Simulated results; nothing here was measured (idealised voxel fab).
This is a process module. Its name is voxel local oxidation.
Section shown: cut. Width: 255 nm. Cell size: 5 nm, square.
Think of the cross-section as a grid of square cells. We describe it in bands, top to bottom, and each band covers one or more rows of those cells.
Read a band's entry like this: the first values are the height of its top and the height of its bottom in nm, and what follows is the sequence of materials from left to right, each with its width in nm. Note that "empty" is empty space, and that a single material marked "throughout" reaches across the band from edge to edge.
Below 0: as-received wafer, all one material; heights counted from there. Lowest band: no bottom, goes on down, written "0 and below".
You'd read "30 to 40" like this: the band's top row of cells is as wide as the first number, its bottom row is as wide as the second, and going down, every row changes width by the same amount as the row before did.
"left unchanged" for a step: no cell of the cross-section changed in that step.
The list in "Enclosed void listing" covers empty spaces of 8 cells or more that cannot reach the top through any open way, and it gives each as width x height at distance; the distance is from the left edge, and width, height and distance are in nm.
Text after the settings on a step's line: the simulator's own remark on that step.
Regarding "overlay nm": on a step with a mask, it is the distance the mask lay to the right of its planned place; a negative value places it to the left.
Intended process steps:
1,RECEIVE [material Si]
2,CONFORMAL_DEP [material SiO2] [thk nm 5]
3,CONFORMAL_DEP [material SiN] [thk nm 15]
4,DIRECTIONAL_DEP [material aC] [thk nm 15]
5,PATTERN [tone cover] [mask id ACTIVE] [material resist] [width nm 130] [thk nm 35] [overlay nm 0]
6,DIRECTIONAL_ETCH [etch materials aC] [depth nm 15]
7,STRIP [etch materials resist]
8,DIRECTIONAL_ETCH [etch materials SiN] [depth nm 15]
9,STRIP [etch materials aC]
10,SELECTIVE_ETCH [etch materials SiO2] [depth nm 5]
11,OXIDIZE [depth nm 15]
12,STRIP [etch materials SiN]
Delivered wafer in cross-section: state after step 1:
	0 and below: Si throughout
	Enclosed void listing: none
a wafer at the end: this start, this plan, one mistake:
	5 down to 0: 60 nm empty, 130 nm SiO2, 65 nm empty
	0 down to -15: 75 nm SiO2, 100 nm Si, 80 nm SiO2
	-15 and below: Si throughout
	Enclosed void listing: none
It is concluded that the wafer was processed incorrectly with respect to the plan, in that step 5, actual vs plan mismatch, actual run PATTERN [tone cover] [mask id ACTIVE] [material resist] [width nm 140] [thk nm 35] [overlay nm 0]
